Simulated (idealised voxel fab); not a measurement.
The following process module bears the name voxel transistor to metal.
Pictured: cross-section cut, 190 nm wide, on a grid of 5 nm square cells.
Cross-section format: a grid of square cells, given as bands from top to bottom; each band is one or more rows of cells. It is stipulated that each band's entry specify, in nanometres, the height of the top of the band and then that of its bottom, followed by the materials of the band in left-to-right sequence, each together with its width in nanometres. A single material marked by the word "throughout" is understood to fill the band from edge to edge; the word "air" is understood to denote empty space. Zero point of the height axis is 0; under it, received wafer = one material. Lowest band: continues down indefinitely, "top 0, no bottom". Per-row width for "30..40": begins at first number (top row of band), ends at second number (bottom row), increment between rows held constant. Reading "no modifications" for a step: not a cell of the cross-section changed in it. Enclosed cavities: empty space of 8 cells or more with no open way to the top, each as width x height at its distance from the left edge, in nm. after a step's settings: what the simulator itself notes on the step. overlay nm, on a step with a mask: how far to the right of its planned place the mask lay; to the left if negative.

So here's the lineup of process steps we planned
1) op RECEIVE | material Si
2) op OXIDIZE | depth nm 5
3) op CONFORMAL_DEP | material SiN | thk nm 15
4) op PATTERN | tone cover | mask id ACTIVE | material resist | width nm 115 | thk nm 15 | overlay nm 0
5) op DIRECTIONAL_ETCH | etch materials SiN | depth nm 15
6) op DIRECTIONAL_ETCH | etch materials SiO2 | depth nm 5
7) op DIRECTIONAL_ETCH | etch materials Si | depth nm 30
8) op STRIP | etch materials resist
9) op FILL_DEP | material SiO2 | thk nm 15
10) op CMP | height nm 15
11) op SELECTIVE_ETCH | etch materials SiO2 | depth nm 15
12) op STRIP | etch materials SiN
13) op SELECTIVE_ETCH | etch materials SiO2 | depth nm 5
14) op OXIDIZE | depth nm 5
15) op DIRECTIONAL_DEP | material polySi | thk nm 25
16) op DIRECTIONAL_DEP | material SiCN | thk nm 10
17) op DIRECTIONAL_DEP | material aC | thk nm 10
18) op PATTERN | tone cover | mask id GATE | material resist | width nm 25 | thk nm 30 | overlay nm 0
19) op DIRECTIONAL_ETCH | etch materials aC | depth nm 10
20) op STRIP | etch materials resist
21) op DIRECTIONAL_ETCH | etch materials SiCN | depth nm 20
22) op DIRECTIONAL_ETCH | etch materials polySi | depth nm 35
23) op STRIP | etch materials aC
24) op CONFORMAL_DEP | material SiO2 | thk nm 5
25) op DIRECTIONAL_ETCH | etch materials SiO2 | depth nm 5
26) op CONFORMAL_DEP | material SiN | thk nm 5
27) op DIRECTIONAL_ETCH | etch materials SiN | depth nm 5
28) op DIRECTIONAL_ETCH | etch materials SiO2 | depth nm 5
29) op DIRECTIONAL_ETCH | etch materials Si | depth nm 10
30) op EPI | material SiGe | thk nm 10
31) op FILL_DEP | material SiO2 | thk nm 5
32) op CMP | height nm 30
33) op DIRECTIONAL_DEP | material SiO2 | thk nm 15
34) op DIRECTIONAL_DEP | material aC | thk nm 15
35) op PATTERN | tone open | mask id CONTACT | material resist | width nm 30 | pitch nm 65 | thk nm 30 | overlay nm 0
36) op DIRECTIONAL_ETCH | etch materials aC | depth nm 15
37) op STRIP | etch materials resist
38) op DIRECTIONAL_ETCH | etch materials SiO2 | depth nm 55
39) op STRIP | etch materials aC
40) op CONFORMAL_DEP | material TiN | thk nm 5
41) op FILL_DEP | material Ru | thk nm 5
42) op CMP | height nm 45
43) op DIRECTIONAL_DEP | material TiN | thk nm 5
44) op DIRECTIONAL_DEP | material Ru | thk nm 25
45) op PATTERN | tone cover | mask id METAL_1 | material resist | width nm 20 | pitch nm 75 | thk nm 15 | overlay nm 0
46) op DIRECTIONAL_ETCH | etch materials Ru | depth nm 25
47) op DIRECTIONAL_ETCH | etch materials TiN | depth nm 5
48) op STRIP | etch materials resist
49) op FILL_DEP | material lowk | thk nm 10
50) op CMP | height nm 75
51) op CONFORMAL_DEP | material SiCN | thk nm 5
52) op DIRECTIONAL_DEP | material SiO2 | thk nm 25
53) op PATTERN | tone open | mask id METAL_2 | material resist | width nm 20 | pitch nm 75 | thk nm 20 | overlay nm 0
54) op DIRECTIONAL_ETCH | etch materials SiO2 | depth nm 15
55) op STRIP | etch materials resist
56) op DIRECTIONAL_DEP | material aC | thk nm 15
57) op PATTERN | tone open | mask id METAL_2_HOLES | material resist | width nm 15 | pitch nm 75 | thk nm 35 | overlay nm 0
58) op DIRECTIONAL_ETCH | etch materials aC | depth nm 15
59) op STRIP | etch materials resist
60) op DIRECTIONAL_ETCH | etch materials SiO2 | depth nm 10
61) op DIRECTIONAL_ETCH | etch materials SiCN | depth nm 5
62) op STRIP | etch materials aC
63) op CONFORMAL_DEP | material TiN | thk nm 5
64) op FILL_DEP | material Cu | thk nm 5
65) op CMP | height nm 105
66) op CONFORMAL_DEP | material SiCN | thk nm 5

The first of the two wafers, which ran as planned

As-received wafer cross-section (after step 1)
  top 0, no bottom: Si throughout
  Enclosed cavities: none

After step 2
  top 0, bottom -5: SiO2 throughout
  Below -5 it's all the same as before, nothing changed down there.

After step 3
  top 15, bottom 0: SiN throughout
  Below 0 it's all the same as before, nothing changed down there.

After step 4
  top 30, bottom 15: 35 of air  115 of resist  40 of air
  Below 15 it's all the same as before, nothing changed down there.

After step 5
  top 30, bottom 15: 35 of air  115 of resist  40 of air
  top 15, bottom 0: 35 of air  115 of SiN  40 of air
  Below 0 it's all the same as before, nothing changed down there.

After step 6
  top 30, bottom 15: 35 of air  115 of resist  40 of air
  top 15, bottom 0: 35 of air  115 of SiN  40 of air
  top 0, bottom -5: 35 of air  115 of SiO2  40 of air
  Below -5 it's all the same as before, nothing changed down there.

After step 7
  top 30, bottom 15: 35 of air  115 of resist  40 of air
  top 15, bottom 0: 35 of air  115 of SiN  40 of air
  top 0, bottom -5: 35 of air  115 of SiO2  40 of air
  top -5, bottom -35: 35 of air  115 of Si  40 of air
  Below -35 it's all the same as before, nothing changed down there.

After step 8
  top 15, bottom 0: 35 of air  115 of SiN  40 of air
  Below 0 it's all the same as before, nothing changed down there.

After step 9
  top 30, bottom 15: SiO2 throughout
  top 15, bottom 0: 35 of SiO2  115 of SiN  40 of SiO2
  top 0, bottom -5: SiO2 throughout
  top -5, bottom -35: 35 of SiO2  115 of Si  40 of SiO2
  Below -35 it's all the same as before, nothing changed down there.

After step 10
  top 15, bottom 0: 35 of SiO2  115 of SiN  40 of SiO2
  Below 0 it's all the same as before, nothing changed down there.

After step 11
  top 15, bottom 0: 35 of air  115 of SiN  40 of air
  Below 0 it's all the same as before, nothing changed down there.

After step 12
  top 0, bottom -5: SiO2 throughout
  Below -5 it's all the same as before, nothing changed down there.

After step 13
  top -5, bottom -35: 35 of SiO2  115 of Si  40 of SiO2
  Below -35 it's all the same as before, nothing changed down there.

After step 14
  top -5, bottom -10: SiO2 throughout
  Below -10 it's all the same as before, nothing changed down there.

After step 15
  top 20, bottom -5: polySi throughout
  Below -5 it's all the same as before, nothing changed down there.

After step 16
  top 30, bottom 20: SiCN throughout
  Below 20 it's all the same as before, nothing changed down there.

After step 17
  top 40, bottom 30: aC throughout
  Below 30 it's all the same as before, nothing changed down there.

After step 18
  top 70, bottom 40: 80 of air  25 of resist  85 of air
  Below 40 it's all the same as before, nothing changed down there.

After step 19
  top 60, bottom 40: 80 of air  25 of resist  85 of air
  top 40, bottom 30: 80 of air  25 of aC  85 of air
  Below 30 it's all the same as before, nothing changed down there.

After step 20
  top 40, bottom 30: 80 of air  25 of aC  85 of air
  Below 30 it's all the same as before, nothing changed down there.

After step 21
  top 40, bottom 30: 80 of air  25 of aC  85 of air
  top 30, bottom 20: 80 of air  25 of SiCN  85 of air
  Below 20 it's all the same as before, nothing changed down there.

After step 22
  top 40, bottom 30: 80 of air  25 of aC  85 of air
  top 30, bottom 20: 80 of air  25 of SiCN  85 of air
  top 20, bottom -5: 80 of air  25 of polySi  85 of air
  Below -5 it's all the same as before, nothing changed down there.

After step 23
  top 30, bottom 20: 80 of air  25 of SiCN  85 of air
  Below 20 it's all the same as before, nothing changed down there.

After step 24
  top 35, bottom 30: 75 of air  35 of SiO2  80 of air
  top 30, bottom 20: 75 of air  5 of SiO2  25 of SiCN  5 of SiO2  80 of air
  top 20, bottom 0: 75 of air  5 of SiO2  25 of polySi  5 of SiO2  80 of air
  top 0, bottom -5: 80 of SiO2  25 of polySi  85 of SiO2
  Below -5 it's all the same as before, nothing changed down there.

After step 25
  top 30, bottom 20: 75 of air  5 of SiO2  25 of SiCN  5 of SiO2  80 of air
  top 20, bottom -5: 75 of air  5 of SiO2  25 of polySi  5 of SiO2  80 of air
  Below -5 it's all the same as before, nothing changed down there.

After step 26
  top 35, bottom 30: 70 of air  45 of SiN  75 of air
  top 30, bottom 20: 70 of air  5 of SiN  5 of SiO2  25 of SiCN  5 of SiO2  5 of SiN  75 of air
  top 20, bottom 0: 70 of air  5 of SiN  5 of SiO2  25 of polySi  5 of SiO2  5 of SiN  75 of air
  top 0, bottom -5: 75 of SiN  5 of SiO2  25 of polySi  5 of SiO2  80 of SiN
  Below -5 it's all the same as before, nothing changed down there.

After step 27
  top 30, bottom 20: 70 of air  5 of SiN  5 of SiO2  25 of SiCN  5 of SiO2  5 of SiN  75 of air
  top 20, bottom -5: 70 of air  5 of SiN  5 of SiO2  25 of polySi  5 of SiO2  5 of SiN  75 of air
  Below -5 it's all the same as before, nothing changed down there.

After step 28
  top 30, bottom 25: 70 of air  5 of SiN  5 of air  25 of SiCN  5 of air  5 of SiN  75 of air
  top 25, bottom 20: 70 of air  5 of SiN  5 of SiO2  25 of SiCN  5 of SiO2  5 of SiN  75 of air
  top 20, bottom -5: 70 of air  5 of SiN  5 of SiO2  25 of polySi  5 of SiO2  5 of SiN  75 of air
  top -5, bottom -10: 70 of air  45 of SiO2  75 of air
  Below -10 it's all the same as before, nothing changed down there.

After step 29
  top 30, bottom 25: 70 of air  5 of SiN  5 of air  25 of SiCN  5 of air  5 of SiN  75 of air
  top 25, bottom 20: 70 of air  5 of SiN  5 of SiO2  25 of SiCN  5 of SiO2  5 of SiN  75 of air
  top 20, bottom -5: 70 of air  5 of SiN  5 of SiO2  25 of polySi  5 of SiO2  5 of SiN  75 of air
  top -5, bottom -10: 70 of air  45 of SiO2  75 of air
  top -10, bottom -20: 35 of SiO2  35 of air  45 of Si  35 of air  40 of SiO2
  Below -20 it's all the same as before, nothing changed down there.

After step 30
  top 30, bottom 25: 70 of air  5 of SiN  5 of air  25 of SiCN  5 of air  5 of SiN  75 of air
  top 25, bottom 20: 70 of air  5 of SiN  5 of SiO2  25 of SiCN  5 of SiO2  5 of SiN  75 of air
  top 20, bottom 0: 70 of air  5 of SiN  5 of SiO2  25 of polySi  5 of SiO2  5 of SiN  75 of air
  top 0, bottom -5: 60 of air  10 of SiGe  5 of SiN  5 of SiO2  25 of polySi  5 of SiO2  5 of SiN  10 of SiGe  65 of air
  top -5, bottom -10: 60 of air  10 of SiGe  45 of SiO2  10 of SiGe  65 of air
  top -10, bottom -20: 35 of SiO2  35 of SiGe  45 of Si  35 of SiGe  40 of SiO2
  Below -20 it's all the same as before, nothing changed down there.

After step 31
  top 35, bottom 30: SiO2 throughout
  top 30, bottom 20: 70 of SiO2  5 of SiN  5 of SiO2  25 of SiCN  5 of SiO2  5 of SiN  75 of SiO2
  top 20, bottom 0: 70 of SiO2  5 of SiN  5 of SiO2  25 of polySi  5 of SiO2  5 of SiN  75 of SiO2
  top 0, bottom -5: 60 of SiO2  10 of SiGe  5 of SiN  5 of SiO2  25 of polySi  5 of SiO2  5 of SiN  10 of SiGe  65 of SiO2
  top -5, bottom -10: 60 of SiO2  10 of SiGe  45 of SiO2  10 of SiGe  65 of SiO2
  Below -10 it's all the same as before, nothing changed down there.

After step 32
  top 30, bottom 20: 70 of SiO2  5 of SiN  5 of SiO2  25 of SiCN  5 of SiO2  5 of SiN  75 of SiO2
  Below 20 it's all the same as before, nothing changed down there.

After step 33
  top 45, bottom 30: SiO2 throughout
  Below 30 it's all the same as before, nothing changed down there.

After step 34
  top 60, bottom 45: aC throughout
  Below 45 it's all the same as before, nothing changed down there.

After step 35
  top 90, bottom 60: 45 of resist  30 of air  35 of resist  30 of air  50 of resist
  Below 60 it's all the same as before, nothing changed down there.

After step 36
  top 75, bottom 60: 45 of resist  30 of air  35 of resist  30 of air  50 of resist
  top 60, bottom 45: 45 of aC  30 of air  35 of aC  30 of air  50 of aC
  Below 45 it's all the same as before, nothing changed down there.

After step 37
  top 60, bottom 45: 45 of aC  30 of air  35 of aC  30 of air  50 of aC
  Below 45 it's all the same as before, nothing changed down there.

After step 38
  top 60, bottom 45: 45 of aC  30 of air  35 of aC  30 of air  50 of aC
  top 45, bottom 30: 45 of SiO2  30 of air  35 of SiO2  30 of air  50 of SiO2
  top 30, bottom 20: 45 of SiO2  25 of air  5 of SiN  5 of SiO2  25 of SiCN  5 of SiO2  5 of SiN  25 of air  50 of SiO2
  top 20, bottom 0: 45 of SiO2  25 of air  5 of SiN  5 of SiO2  25 of polySi  5 of SiO2  5 of SiN  25 of air  50 of SiO2
  top 0, bottom -5: 45 of SiO2  15 of air  10 of SiGe  5 of SiN  5 of SiO2  25 of polySi  5 of SiO2  5 of SiN  10 of SiGe  15 of air  50 of SiO2
  top -5, bottom -10: 45 of SiO2  15 of air  10 of SiGe  45 of SiO2  10 of SiGe  15 of air  50 of SiO2
  Below -10 it's all the same as before, nothing changed down there.

After step 39
  top 45, bottom 30: 45 of SiO2  30 of air  35 of SiO2  30 of air  50 of SiO2
  Below 30 it's all the same as before, nothing changed down there.

After step 40
  top 50, bottom 45: 50 of TiN  20 of air  45 of TiN  20 of air  55 of TiN
  top 45, bottom 35: 45 of SiO2  5 of TiN  20 of air  5 of TiN  35 of SiO2  5 of TiN  20 of air  5 of TiN  50 of SiO2
  top 35, bottom 30: 45 of SiO2  5 of TiN  15 of air  10 of TiN  35 of SiO2  10 of TiN  15 of air  5 of TiN  50 of SiO2
  top 30, bottom 20: 45 of SiO2  5 of TiN  15 of air  5 of TiN  5 of SiN  5 of SiO2  25 of SiCN  5 of SiO2  5 of SiN  5 of TiN  15 of air  5 of TiN  50 of SiO2
  top 20, bottom 5: 45 of SiO2  5 of TiN  15 of air  5 of TiN  5 of SiN  5 of SiO2  25 of polySi  5 of SiO2  5 of SiN  5 of TiN  15 of air  5 of TiN  50 of SiO2
  top 5, bottom 0: 45 of SiO2  5 of TiN  5 of air  15 of TiN  5 of SiN  5 of SiO2  25 of polySi  5 of SiO2  5 of SiN  15 of TiN  5 of air  5 of TiN  50 of SiO2
  top 0, bottom -5: 45 of SiO2  5 of TiN  5 of air  5 of TiN  10 of SiGe  5 of SiN  5 of SiO2  25 of polySi  5 of SiO2  5 of SiN  10 of SiGe  5 of TiN  5 of air  5 of TiN  50 of SiO2
  top -5, bottom -10: 45 of SiO2  15 of TiN  10 of SiGe  45 of SiO2  10 of SiGe  15 of TiN  50 of SiO2
  Below -10 it's all the same as before, nothing changed down there.

After step 41
  top 55, bottom 50: Ru throughout
  top 50, bottom 45: 50 of TiN  20 of Ru  45 of TiN  20 of Ru  55 of TiN
  top 45, bottom 35: 45 of SiO2  5 of TiN  20 of Ru  5 of TiN  35 of SiO2  5 of TiN  20 of Ru  5 of TiN  50 of SiO2
  top 35, bottom 30: 45 of SiO2  5 of TiN  15 of Ru  10 of TiN  35 of SiO2  10 of TiN  15 of Ru  5 of TiN  50 of SiO2
  top 30, bottom 20: 45 of SiO2  5 of TiN  15 of Ru  5 of TiN  5 of SiN  5 of SiO2  25 of SiCN  5 of SiO2  5 of SiN  5 of TiN  15 of Ru  5 of TiN  50 of SiO2
  top 20, bottom 5: 45 of SiO2  5 of TiN  15 of Ru  5 of TiN  5 of SiN  5 of SiO2  25 of polySi  5 of SiO2  5 of SiN  5 of TiN  15 of Ru  5 of TiN  50 of SiO2
  top 5, bottom 0: 45 of SiO2  5 of TiN  5 of Ru  15 of TiN  5 of SiN  5 of SiO2  25 of polySi  5 of SiO2  5 of SiN  15 of TiN  5 of Ru  5 of TiN  50 of SiO2
  top 0, bottom -5: 45 of SiO2  5 of TiN  5 of Ru  5 of TiN  10 of SiGe  5 of SiN  5 of SiO2  25 of polySi  5 of SiO2  5 of SiN  10 of SiGe  5 of TiN  5 of Ru  5 of TiN  50 of SiO2
  Below -5 it's all the same as before, nothing changed down there.

After step 42
  top 45, bottom 35: 45 of SiO2  5 of TiN  20 of Ru  5 of TiN  35 of SiO2  5 of TiN  20 of Ru  5 of TiN  50 of SiO2
  Below 35 it's all the same as before, nothing changed down there.

After step 43
  top 50, bottom 45: TiN throughout
  Below 45 it's all the same as before, nothing changed down there.

After step 44
  top 75, bottom 50: Ru throughout
  Below 50 it's all the same as before, nothing changed down there.

After step 45
  top 90, bottom 75: 45 of air  20 of resist  55 of air  20 of resist  50 of air
  Below 75 it's all the same as before, nothing changed down there.

After step 46
  top 90, bottom 75: 45 of air  20 of resist  55 of air  20 of resist  50 of air
  top 75, bottom 50: 45 of air  20 of Ru  55 of air  20 of Ru  50 of air
  Below 50 it's all the same as before, nothing changed down there.

After step 47
  top 90, bottom 75: 45 of air  20 of resist  55 of air  20 of resist  50 of air
  top 75, bottom 50: 45 of air  20 of Ru  55 of air  20 of Ru  50 of air
  top 50, bottom 45: 45 of air  20 of TiN  55 of air  20 of TiN  50 of air
  Below 45 it's all the same as before, nothing changed down there.

After step 48
  top 75, bottom 50: 45 of air  20 of Ru  55 of air  20 of Ru  50 of air
  Below 50 it's all the same as before, nothing changed down there.

After step 49
  top 85, bottom 75: lowk throughout
  top 75, bottom 50: 45 of lowk  20 of Ru  55 of lowk  20 of Ru  50 of lowk
  top 50, bottom 45: 45 of lowk  20 of TiN  55 of lowk  20 of TiN  50 of lowk
  Below 45 it's all the same as before, nothing changed down there.

After step 50
  top 75, bottom 50: 45 of lowk  20 of Ru  55 of lowk  20 of Ru  50 of lowk
  Below 50 it's all the same as before, nothing changed down there.

After step 51
  top 80, bottom 75: SiCN throughout
  Below 75 it's all the same as before, nothing changed down there.

After step 52
  top 105, bottom 80: SiO2 throughout
  Below 80 it's all the same as before, nothing changed down there.

After step 53
  top 125, bottom 105: 45 of resist  20 of air  55 of resist  20 of air  50 of resist
  Below 105 it's all the same as before, nothing changed down there.

After step 54
  top 125, bottom 105: 45 of resist  20 of air  55 of resist  20 of air  50 of resist
  top 105, bottom 90: 45 of SiO2  20 of air  55 of SiO2  20 of air  50 of SiO2
  Below 90 it's all the same as before, nothing changed down there.

After step 55
  top 105, bottom 90: 45 of SiO2  20 of air  55 of SiO2  20 of air  50 of SiO2
  Below 90 it's all the same as before, nothing changed down there.

After step 56
  top 120, bottom 105: 45 of aC  20 of air  55 of aC  20 of air  50 of aC
  top 105, bottom 90: 45 of SiO2  20 of aC  55 of SiO2  20 of aC  50 of SiO2
  Below 90 it's all the same as before, nothing changed down there.

After step 57
  top 155, bottom 120: 45 of resist  15 of air  60 of resist  15 of air  55 of resist
  top 120, bottom 105: 45 of aC  15 of air  5 of resist  55 of aC  15 of air  5 of resist  50 of aC
  Below 105 it's all the same as before, nothing changed down there.

After step 58
  top 140, bottom 120: 45 of resist  15 of air  60 of resist  15 of air  55 of resist
  top 120, bottom 105: 45 of aC  15 of air  5 of resist  55 of aC  15 of air  5 of resist  50 of aC
  top 105, bottom 90: 45 of SiO2  15 of air  5 of aC  55 of SiO2  15 of air  5 of aC  50 of SiO2
  Below 90 it's all the same as before, nothing changed down there.

After step 59
  top 120, bottom 105: 45 of aC  20 of air  55 of aC  20 of air  50 of aC
  Below 105 it's all the same as before, nothing changed down there.

After step 60
  top 120, bottom 105: 45 of aC  20 of air  55 of aC  20 of air  50 of aC
  top 105, bottom 90: 45 of SiO2  15 of air  5 of aC  55 of SiO2  15 of air  5 of aC  50 of SiO2
  top 90, bottom 80: 45 of SiO2  15 of air  60 of SiO2  15 of air  55 of SiO2
  Below 80 it's all the same as before, nothing changed down there.

After step 61
  top 120, bottom 105: 45 of aC  20 of air  55 of aC  20 of air  50 of aC
  top 105, bottom 90: 45 of SiO2  15 of air  5 of aC  55 of SiO2  15 of air  5 of aC  50 of SiO2
  top 90, bottom 80: 45 of SiO2  15 of air  60 of SiO2  15 of air  55 of SiO2
  top 80, bottom 75: 45 of SiCN  15 of air  60 of SiCN  15 of air  55 of SiCN
  Below 75 it's all the same as before, nothing changed down there.

After step 62
  top 105, bottom 90: 45 of SiO2  20 of air  55 of SiO2  20 of air  50 of SiO2
  Below 90 it's all the same as before, nothing changed down there.

After step 63
  top 110, bottom 105: 50 of TiN  10 of air  65 of TiN  10 of air  55 of TiN
  top 105, bottom 95: 45 of SiO2  5 of TiN  10 of air  5 of TiN  55 of SiO2  5 of TiN  10 of air  5 of TiN  50 of SiO2
  top 95, bottom 90: 45 of SiO2  5 of TiN  5 of air  10 of TiN  55 of SiO2  5 of TiN  5 of air  10 of TiN  50 of SiO2
  top 90, bottom 80: 45 of SiO2  5 of TiN  5 of air  5 of TiN  60 of SiO2  5 of TiN  5 of air  5 of TiN  55 of SiO2
  top 80, bottom 75: 45 of SiCN  15 of TiN  60 of SiCN  15 of TiN  55 of SiCN
  Below 75 it's all the same as before, nothing changed down there.

After step 64
  top 115, bottom 110: Cu throughout
  top 110, bottom 105: 50 of TiN  10 of Cu  65 of TiN  10 of Cu  55 of TiN
  top 105, bottom 95: 45 of SiO2  5 of TiN  10 of Cu  5 of TiN  55 of SiO2  5 of TiN  10 of Cu  5 of TiN  50 of SiO2
  top 95, bottom 90: 45 of SiO2  5 of TiN  5 of Cu  10 of TiN  55 of SiO2  5 of TiN  5 of Cu  10 of TiN  50 of SiO2
  top 90, bottom 80: 45 of SiO2  5 of TiN  5 of Cu  5 of TiN  60 of SiO2  5 of TiN  5 of Cu  5 of TiN  55 of SiO2
  Below 80 it's all the same as before, nothing changed down there.

After step 65
  top 105, bottom 95: 45 of SiO2  5 of TiN  10 of Cu  5 of TiN  55 of SiO2  5 of TiN  10 of Cu  5 of TiN  50 of SiO2
  Below 95 it's all the same as before, nothing changed down there.

After step 66
  top 110, bottom 105: SiCN throughout
  Below 105 it's all the same as before, nothing changed down there.

The second wafer was prepared from the same starting point and under the same plan as the first; its processing contained one mistake, and it remains indistinguishable from the first wafer up to and including step 44

Second wafer, section view, time point: scheduled end of step 45
  top 90, bottom 75: 45 of resist  20 of air  55 of resist  20 of air  50 of resist
  Below 75 it's all the same as before, nothing changed down there.

Second wafer, section view, time point: scheduled end of step 46
  top 90, bottom 75: 45 of resist  20 of air  55 of resist  20 of air  50 of resist
  top 75, bottom 50: 45 of Ru  20 of air  55 of Ru  20 of air  50 of Ru
  Below 50 it's all the same as before, nothing changed down there.

Second wafer, section view, time point: scheduled end of step 47
  top 90, bottom 75: 45 of resist  20 of air  55 of resist  20 of air  50 of resist
  top 75, bottom 50: 45 of Ru  20 of air  55 of Ru  20 of air  50 of Ru
  top 50, bottom 45: 45 of TiN  20 of air  55 of TiN  20 of air  50 of TiN
  Below 45 it's all the same as before, nothing changed down there.

Second wafer, section view, time point: scheduled end of step 48
  top 75, bottom 50: 45 of Ru  20 of air  55 of Ru  20 of air  50 of Ru
  Below 50 it's all the same as before, nothing changed down there.

Second wafer, section view, time point: scheduled end of step 49
  top 85, bottom 75: lowk throughout
  top 75, bottom 50: 45 of Ru  20 of lowk  55 of Ru  20 of lowk  50 of Ru
  top 50, bottom 45: 45 of TiN  20 of lowk  55 of TiN  20 of lowk  50 of TiN
  Below 45 it's all the same as before, nothing changed down there.

Second wafer, section view, time point: scheduled end of step 50
  top 75, bottom 50: 45 of Ru  20 of lowk  55 of Ru  20 of lowk  50 of Ru
  Below 50 it's all the same as before, nothing changed down there.

Second wafer, section view, time point: scheduled end of step 51
  top 80, bottom 75: SiCN throughout
  Below 75 it's all the same as before, nothing changed down there.

Second wafer, section view, time point: scheduled end of step 52
  top 105, bottom 80: SiO2 throughout
  Below 80 it's all the same as before, nothing changed down there.

Second wafer, section view, time point: scheduled end of step 53
  top 125, bottom 105: 45 of resist  20 of air  55 of resist  20 of air  50 of resist
  Below 105 it's all the same as before, nothing changed down there.

Second wafer, section view, time point: scheduled end of step 54
  top 125, bottom 105: 45 of resist  20 of air  55 of resist  20 of air  50 of resist
  top 105, bottom 90: 45 of SiO2  20 of air  55 of SiO2  20 of air  50 of SiO2
  Below 90 it's all the same as before, nothing changed down there.

Second wafer, section view, time point: scheduled end of step 55
  top 105, bottom 90: 45 of SiO2  20 of air  55 of SiO2  20 of air  50 of SiO2
  Below 90 it's all the same as before, nothing changed down there.

Second wafer, section view, time point: scheduled end of step 56
  top 120, bottom 105: 45 of aC  20 of air  55 of aC  20 of air  50 of aC
  top 105, bottom 90: 45 of SiO2  20 of aC  55 of SiO2  20 of aC  50 of SiO2
  Below 90 it's all the same as before, nothing changed down there.

Second wafer, section view, time point: scheduled end of step 57
  top 155, bottom 120: 45 of resist  15 of air  60 of resist  15 of air  55 of resist
  top 120, bottom 105: 45 of aC  15 of air  5 of resist  55 of aC  15 of air  5 of resist  50 of aC
  Below 105 it's all the same as before, nothing changed down there.

Second wafer, section view, time point: scheduled end of step 58
  top 140, bottom 120: 45 of resist  15 of air  60 of resist  15 of air  55 of resist
  top 120, bottom 105: 45 of aC  15 of air  5 of resist  55 of aC  15 of air  5 of resist  50 of aC
  top 105, bottom 90: 45 of SiO2  15 of air  5 of aC  55 of SiO2  15 of air  5 of aC  50 of SiO2
  Below 90 it's all the same as before, nothing changed down there.

Second wafer, section view, time point: scheduled end of step 59
  top 120, bottom 105: 45 of aC  20 of air  55 of aC  20 of air  50 of aC
  Below 105 it's all the same as before, nothing changed down there.

Second wafer, section view, time point: scheduled end of step 60
  top 120, bottom 105: 45 of aC  20 of air  55 of aC  20 of air  50 of aC
  top 105, bottom 90: 45 of SiO2  15 of air  5 of aC  55 of SiO2  15 of air  5 of aC  50 of SiO2
  top 90, bottom 80: 45 of SiO2  15 of air  60 of SiO2  15 of air  55 of SiO2
  Below 80 it's all the same as before, nothing changed down there.

Second wafer, section view, time point: scheduled end of step 61
  top 120, bottom 105: 45 of aC  20 of air  55 of aC  20 of air  50 of aC
  top 105, bottom 90: 45 of SiO2  15 of air  5 of aC  55 of SiO2  15 of air  5 of aC  50 of SiO2
  top 90, bottom 80: 45 of SiO2  15 of air  60 of SiO2  15 of air  55 of SiO2
  top 80, bottom 75: 45 of SiCN  15 of air  60 of SiCN  15 of air  55 of SiCN
  Below 75 it's all the same as before, nothing changed down there.

Second wafer, section view, time point: scheduled end of step 62
  top 105, bottom 90: 45 of SiO2  20 of air  55 of SiO2  20 of air  50 of SiO2
  Below 90 it's all the same as before, nothing changed down there.

Second wafer, section view, time point: scheduled end of step 63
  top 110, bottom 105: 50 of TiN  10 of air  65 of TiN  10 of air  55 of TiN
  top 105, bottom 95: 45 of SiO2  5 of TiN  10 of air  5 of TiN  55 of SiO2  5 of TiN  10 of air  5 of TiN  50 of SiO2
  top 95, bottom 90: 45 of SiO2  5 of TiN  5 of air  10 of TiN  55 of SiO2  5 of TiN  5 of air  10 of TiN  50 of SiO2
  top 90, bottom 80: 45 of SiO2  5 of TiN  5 of air  5 of TiN  60 of SiO2  5 of TiN  5 of air  5 of TiN  55 of SiO2
  top 80, bottom 75: 45 of SiCN  15 of TiN  60 of SiCN  15 of TiN  55 of SiCN
  Below 75 it's all the same as before, nothing changed down there.

Second wafer, section view, time point: scheduled end of step 64
  top 115, bottom 110: Cu throughout
  top 110, bottom 105: 50 of TiN  10 of Cu  65 of TiN  10 of Cu  55 of TiN
  top 105, bottom 95: 45 of SiO2  5 of TiN  10 of Cu  5 of TiN  55 of SiO2  5 of TiN  10 of Cu  5 of TiN  50 of SiO2
  top 95, bottom 90: 45 of SiO2  5 of TiN  5 of Cu  10 of TiN  55 of SiO2  5 of TiN  5 of Cu  10 of TiN  50 of SiO2
  top 90, bottom 80: 45 of SiO2  5 of TiN  5 of Cu  5 of TiN  60 of SiO2  5 of TiN  5 of Cu  5 of TiN  55 of SiO2
  Below 80 it's all the same as before, nothing changed down there.

Second wafer, section view, time point: scheduled end of step 65
  top 105, bottom 95: 45 of SiO2  5 of TiN  10 of Cu  5 of TiN  55 of SiO2  5 of TiN  10 of Cu  5 of TiN  50 of SiO2
  Below 95 it's all the same as before, nothing changed down there.

Second wafer, section view, time point: scheduled end of step 66
  top 110, bottom 105: SiCN throughout
  Below 105 it's all the same as before, nothing changed down there.
Processing error: step 45 ran as: op PATTERN | tone open | mask id METAL_1 | material resist | width nm 20 | pitch nm 75 | thk nm 15 | overlay nm 0
Counted in cells at the end, the second wafer holds more or fewer of these materials than the first: 110 more of Ru; 22 more of TiN; 132 fewer of lowk
